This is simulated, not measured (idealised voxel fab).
This is a process module. Its name is voxel ribs on slabs.
Xsec cut, 275 nm wide, square cell size 5 nm.
If you're reading a cross-section in this doc, picture square cells in a grid; it comes to you as bands, top ones listed first down to the bottom, and a band can be one or more rows of cells. The entry gives the band's vertical extent as a top height and a bottom height in nm, then its horizontal make-up as materials from left to right, each with a width in nm. "blank" stands for empty space; a single material marked "throughout" fills the band edge to edge. Heights are measured from 0, the level below which the as-received wafer is all one material; the lowest band has no bottom and continues downward, written as in "0 nm and below". It should be noted that a width expressed as "30 to 40" varies in equal increments from row to row of cells within the band, taking the value of the first number at the top row and that of the second number at the bottom row. Reading "changes: none" for a step: not a cell of the cross-section changed in it. Internal closed voids: empty space of 8 cells or more with no open way to the top, each as width x height at its distance from the left edge, in nm. Read whatever lies past the settings on a step's line as the simulator's own remark about the step. If you see "overlay nm" on a step's line and that step has a mask, it's telling you how far right of where it was planned the mask ended up; a negative number means it went left instead.

So here's the lineup of process steps we planned
1. RECEIVE [material Si]
2. DIRECTIONAL_DEP [material SiO2] [thk nm 30]
3. DIRECTIONAL_DEP [material SiN] [thk nm 20]
4. DIRECTIONAL_DEP [material aC] [thk nm 15]
5. PATTERN [tone cover] [mask id RIB] [material resist] [width nm 30] [thk nm 35] [overlay nm 0]
6. DIRECTIONAL_ETCH [etch materials aC] [depth nm 15]
7. STRIP [etch materials resist]
8. DIRECTIONAL_ETCH [etch materials SiN] [depth nm 5]
9. STRIP [etch materials aC]
10. DIRECTIONAL_DEP [material aC] [thk nm 10]
11. PATTERN [tone cover] [mask id SLAB] [material resist] [width nm 80] [thk nm 30] [overlay nm 0]
12. DIRECTIONAL_ETCH [etch materials aC] [depth nm 10]
13. STRIP [etch materials resist]
14. DIRECTIONAL_ETCH [etch materials SiN] [depth nm 15]
15. STRIP [etch materials aC]
16. FILL_DEP [material SiO2] [thk nm 25]
17. CMP [height nm 65]
18. DIRECTIONAL_DEP [material TiN] [thk nm 5]
19. PATTERN [tone cover] [mask id HEATER] [material resist] [width nm 40] [thk nm 20] [overlay nm 0]
20. DIRECTIONAL_ETCH [etch materials TiN] [depth nm 5]
21. STRIP [etch materials resist]
22. CONFORMAL_DEP [material SiO2] [thk nm 10]

Of two wafers, the first: run according to plan

The cross-section here shows the wafer as received, i.e. in its state after step 1
  0 nm and below | Si throughout
  Internal closed voids: none

After step 2
  30 nm to 0 nm | SiO2 throughout
  Note: structure below 0 unchanged.

After step 3
  50 nm to 30 nm | SiN throughout
  Note: structure below 30 unchanged.

After step 4
  65 nm to 50 nm | aC throughout
  Note: structure below 50 unchanged.

After step 5
  100 nm to 65 nm | 120 nm blank; 30 nm resist; 125 nm blank
  Note: structure below 65 unchanged.

After step 6
  85 nm to 65 nm | 120 nm blank; 30 nm resist; 125 nm blank
  65 nm to 50 nm | 120 nm blank; 30 nm aC; 125 nm blank
  Note: structure below 50 unchanged.

After step 7
  65 nm to 50 nm | 120 nm blank; 30 nm aC; 125 nm blank
  Note: structure below 50 unchanged.

After step 8
  65 nm to 50 nm | 120 nm blank; 30 nm aC; 125 nm blank
  50 nm to 45 nm | 120 nm blank; 30 nm SiN; 125 nm blank
  Note: structure below 45 unchanged.

After step 9
  50 nm to 45 nm | 120 nm blank; 30 nm SiN; 125 nm blank
  Note: structure below 45 unchanged.

After step 10
  60 nm to 55 nm | 120 nm blank; 30 nm aC; 125 nm blank
  55 nm to 50 nm | aC throughout
  50 nm to 45 nm | 120 nm aC; 30 nm SiN; 125 nm aC
  Note: structure below 45 unchanged.

After step 11
  90 nm to 60 nm | 95 nm blank; 80 nm resist; 100 nm blank
  60 nm to 55 nm | 95 nm blank; 25 nm resist; 30 nm aC; 25 nm resist; 100 nm blank
  Note: structure below 55 unchanged.

After step 12
  80 nm to 60 nm | 95 nm blank; 80 nm resist; 100 nm blank
  60 nm to 55 nm | 95 nm blank; 25 nm resist; 30 nm aC; 25 nm resist; 100 nm blank
  55 nm to 50 nm | 95 nm blank; 80 nm aC; 100 nm blank
  50 nm to 45 nm | 95 nm blank; 25 nm aC; 30 nm SiN; 25 nm aC; 100 nm blank
  Note: structure below 45 unchanged.

After step 13
  60 nm to 50 nm | 120 to 95 nm blank; 30 to 80 nm aC; 125 to 100 nm blank
  Note: structure below 50 unchanged.

After step 14
  60 nm to 50 nm | 120 to 95 nm blank; 30 to 80 nm aC; 125 to 100 nm blank
  50 nm to 45 nm | 95 nm blank; 25 nm aC; 30 nm SiN; 25 nm aC; 100 nm blank
  45 nm to 30 nm | 95 nm blank; 80 nm SiN; 100 nm blank
  Note: structure below 30 unchanged.

After step 15
  50 nm to 45 nm | 120 nm blank; 30 nm SiN; 125 nm blank
  Note: structure below 45 unchanged.

After step 16
  75 nm to 50 nm | SiO2 throughout
  50 nm to 45 nm | 120 nm SiO2; 30 nm SiN; 125 nm SiO2
  45 nm to 30 nm | 95 nm SiO2; 80 nm SiN; 100 nm SiO2
  Note: structure below 30 unchanged.

After step 17
  65 nm to 50 nm | SiO2 throughout
  Note: structure below 50 unchanged.

After step 18
  70 nm to 65 nm | TiN throughout
  Note: structure below 65 unchanged.

After step 19
  90 nm to 70 nm | 115 nm blank; 40 nm resist; 120 nm blank
  Note: structure below 70 unchanged.

After step 20
  90 nm to 70 nm | 115 nm blank; 40 nm resist; 120 nm blank
  70 nm to 65 nm | 115 nm blank; 40 nm TiN; 120 nm blank
  Note: structure below 65 unchanged.

After step 21
  70 nm to 65 nm | 115 nm blank; 40 nm TiN; 120 nm blank
  Note: structure below 65 unchanged.

After step 22
  80 nm to 75 nm | 105 nm blank; 60 nm SiO2; 110 nm blank
  75 nm to 70 nm | SiO2 throughout
  70 nm to 65 nm | 115 nm SiO2; 40 nm TiN; 120 nm SiO2
  Note: structure below 65 unchanged.

Second wafer - shared start and plan with the first - one error in running - same as the first up to step 4 inclusive

Look at the second wafer in cross-section at the time step 5 ought to have finished
  100 nm to 65 nm | 130 nm blank; 30 nm resist; 115 nm blank
  Note: structure below 65 unchanged.

Look at the second wafer in cross-section at the time step 6 ought to have finished
  85 nm to 65 nm | 130 nm blank; 30 nm resist; 115 nm blank
  65 nm to 50 nm | 130 nm blank; 30 nm aC; 115 nm blank
  Note: structure below 50 unchanged.

Look at the second wafer in cross-section at the time step 7 ought to have finished
  65 nm to 50 nm | 130 nm blank; 30 nm aC; 115 nm blank
  Note: structure below 50 unchanged.

Look at the second wafer in cross-section at the time step 8 ought to have finished
  65 nm to 50 nm | 130 nm blank; 30 nm aC; 115 nm blank
  50 nm to 45 nm | 130 nm blank; 30 nm SiN; 115 nm blank
  Note: structure below 45 unchanged.

Look at the second wafer in cross-section at the time step 9 ought to have finished
  50 nm to 45 nm | 130 nm blank; 30 nm SiN; 115 nm blank
  Note: structure below 45 unchanged.

Look at the second wafer in cross-section at the time step 10 ought to have finished
  60 nm to 55 nm | 130 nm blank; 30 nm aC; 115 nm blank
  55 nm to 50 nm | aC throughout
  50 nm to 45 nm | 130 nm aC; 30 nm SiN; 115 nm aC
  Note: structure below 45 unchanged.

Look at the second wafer in cross-section at the time step 11 ought to have finished
  90 nm to 60 nm | 95 nm blank; 80 nm resist; 100 nm blank
  60 nm to 55 nm | 95 nm blank; 35 nm resist; 30 nm aC; 15 nm resist; 100 nm blank
  Note: structure below 55 unchanged.

Look at the second wafer in cross-section at the time step 12 ought to have finished
  80 nm to 60 nm | 95 nm blank; 80 nm resist; 100 nm blank
  60 nm to 55 nm | 95 nm blank; 35 nm resist; 30 nm aC; 15 nm resist; 100 nm blank
  55 nm to 50 nm | 95 nm blank; 80 nm aC; 100 nm blank
  50 nm to 45 nm | 95 nm blank; 35 nm aC; 30 nm SiN; 15 nm aC; 100 nm blank
  Note: structure below 45 unchanged.

Look at the second wafer in cross-section at the time step 13 ought to have finished
  60 nm to 50 nm | 130 to 95 nm blank; 30 to 80 nm aC; 115 to 100 nm blank
  Note: structure below 50 unchanged.

Look at the second wafer in cross-section at the time step 14 ought to have finished
  60 nm to 50 nm | 130 to 95 nm blank; 30 to 80 nm aC; 115 to 100 nm blank
  50 nm to 45 nm | 95 nm blank; 35 nm aC; 30 nm SiN; 15 nm aC; 100 nm blank
  45 nm to 30 nm | 95 nm blank; 80 nm SiN; 100 nm blank
  Note: structure below 30 unchanged.

Look at the second wafer in cross-section at the time step 15 ought to have finished
  50 nm to 45 nm | 130 nm blank; 30 nm SiN; 115 nm blank
  Note: structure below 45 unchanged.

Look at the second wafer in cross-section at the time step 16 ought to have finished
  75 nm to 50 nm | SiO2 throughout
  50 nm to 45 nm | 130 nm SiO2; 30 nm SiN; 115 nm SiO2
  45 nm to 30 nm | 95 nm SiO2; 80 nm SiN; 100 nm SiO2
  Note: structure below 30 unchanged.

Look at the second wafer in cross-section at the time step 17 ought to have finished
  65 nm to 50 nm | SiO2 throughout
  Note: structure below 50 unchanged.

Look at the second wafer in cross-section at the time step 18 ought to have finished
  70 nm to 65 nm | TiN throughout
  Note: structure below 65 unchanged.

Look at the second wafer in cross-section at the time step 19 ought to have finished
  90 nm to 70 nm | 115 nm blank; 40 nm resist; 120 nm blank
  Note: structure below 70 unchanged.

Look at the second wafer in cross-section at the time step 20 ought to have finished
  90 nm to 70 nm | 115 nm blank; 40 nm resist; 120 nm blank
  70 nm to 65 nm | 115 nm blank; 40 nm TiN; 120 nm blank
  Note: structure below 65 unchanged.

Look at the second wafer in cross-section at the time step 21 ought to have finished
  70 nm to 65 nm | 115 nm blank; 40 nm TiN; 120 nm blank
  Note: structure below 65 unchanged.

Look at the second wafer in cross-section at the time step 22 ought to have finished
  80 nm to 75 nm | 105 nm blank; 60 nm SiO2; 110 nm blank
  75 nm to 70 nm | SiO2 throughout
  70 nm to 65 nm | 115 nm SiO2; 40 nm TiN; 120 nm SiO2
  Note: structure below 65 unchanged.
What went wrong in running the wafer? step 5 off recipe, ran as PATTERN [tone cover] [mask id RIB] [material resist] [width nm 30] [thk nm 35] [overlay nm 10]
Final wafers compared: equal cell tally per material, rearranged layout.
